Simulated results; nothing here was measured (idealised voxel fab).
process module | voxel self aligned contacts
cross-section cut | 185 nm wide | cells 5 nm
A cross-section is a grid of square cells, given in bands from the top down. A band is one or more rows of cells.
Each band's line starts with the height of the band's top and of its bottom, in nm. Then come its materials from left to right, each with its width in nm. One material with "throughout" fills the band from edge to edge. "air" is empty space.
Height 0 is the level under which the wafer as received is all one material. The lowest band goes on downwards, as in "0 down".
A width such as "30 to 40" changes by the same amount from each row of cells to the next, from the band's top row to its bottom row.
"no change" after a step means that no cell of the cross-section changed.
closed voids: empty space of 8 cells or more with no open way to the top, each as width x height at its distance from the left edge, in nm
after a step's settings: what the simulator itself notes on the step
overlay nm, on a step with a mask: how far to the right of its planned place the mask lay; to the left if negative
plan
1 op RECEIVE | material Si
2 op CONFORMAL_DEP | material SiO2 | thk nm 5
3 op DIRECTIONAL_DEP | material polySi | thk nm 20
4 op DIRECTIONAL_DEP | material SiN | thk nm 15
5 op PATTERN | tone cover | mask id GATE | material resist | width nm 30 | pitch nm 60 | thk nm 15 | overlay nm 0
6 op DIRECTIONAL_ETCH | etch materials SiN | depth nm 15
7 op DIRECTIONAL_ETCH | etch materials polySi | depth nm 20
8 op STRIP | etch materials resist
9 op CONFORMAL_DEP | material SiN | thk nm 5
10 op DIRECTIONAL_ETCH | etch materials SiN | depth nm 5
11 op FILL_DEP | material SiO2 | thk nm 15
12 op CMP | height nm 45
13 op MASKED_ETCH | tone open | mask id CONTACT | width nm 30 | pitch nm 60 | etch materials SiO2 | depth nm 45 | overlay nm 0
14 op CONFORMAL_DEP | material TiN | thk nm 5
15 op FILL_DEP | material W | thk nm 5
16 op CMP | height nm 45
17 op CONFORMAL_DEP | material SiCN | thk nm 5
varied across the wafers: width nm of step 13. The plan shows the first wafer's value. All wafers start alike
first wafer as received, after step 1
  0 down: Si throughout
  closed voids: none
first wafer at the end, after step 17
  50 to 45: SiCN throughout
  45 to 40: SiO2 45 | TiN 10 | W 10 | TiN 10 | SiO2 30 | TiN 10 | W 10 | TiN 10 | SiO2 50
  40 to 25: SiO2 10 | SiN 40 | TiN 5 | W 10 | TiN 5 | SiN 40 | TiN 5 | W 10 | TiN 5 | SiN 40 | SiO2 15
  25 to 5: SiO2 10 | SiN 5 | polySi 30 | SiN 5 | TiN 5 | W 10 | TiN 5 | SiN 5 | polySi 30 | SiN 5 | TiN 5 | W 10 | TiN 5 | SiN 5 | polySi 30 | SiN 5 | SiO2 15
  5 to 0: SiO2 50 | TiN 20 | SiO2 40 | TiN 20 | SiO2 55
  0 down: Si throughout
  closed voids: none
last wafer at the end
  50 to 45: SiCN throughout
  45 to 40: SiO2 40 | TiN 15 | W 10 | TiN 20 | SiO2 15 | TiN 15 | W 10 | TiN 20 | SiO2 40
  40 to 25: SiO2 10 | SiN 40 | TiN 5 | W 10 | TiN 5 | SiN 40 | TiN 5 | W 10 | TiN 5 | SiN 40 | SiO2 15
  25 to 5: SiO2 10 | SiN 5 | polySi 30 | SiN 5 | TiN 5 | W 10 | TiN 5 | SiN 5 | polySi 30 | SiN 5 | TiN 5 | W 10 | TiN 5 | SiN 5 | polySi 30 | SiN 5 | SiO2 15
  5 to 0: SiO2 50 | TiN 20 | SiO2 40 | TiN 20 | SiO2 55
  0 down: Si throughout
  closed voids: none
each wafer at the end: cells of each material gained (+) or lost (-) since it was received, then its closed voids
width nm 30 | +37 SiCN | +96 SiN | +89 SiO2 | +44 TiN | +32 W | +72 polySi | closed voids: none
width nm 35 | +37 SiCN | +96 SiN | +87 SiO2 | +46 TiN | +32 W | +72 polySi | closed voids: none
width nm 40 | +37 SiCN | +96 SiN | +85 SiO2 | +48 TiN | +32 W | +72 polySi | closed voids: none
width nm 45 | +37 SiCN | +96 SiN | +83 SiO2 | +50 TiN | +32 W | +72 polySi | closed voids: none
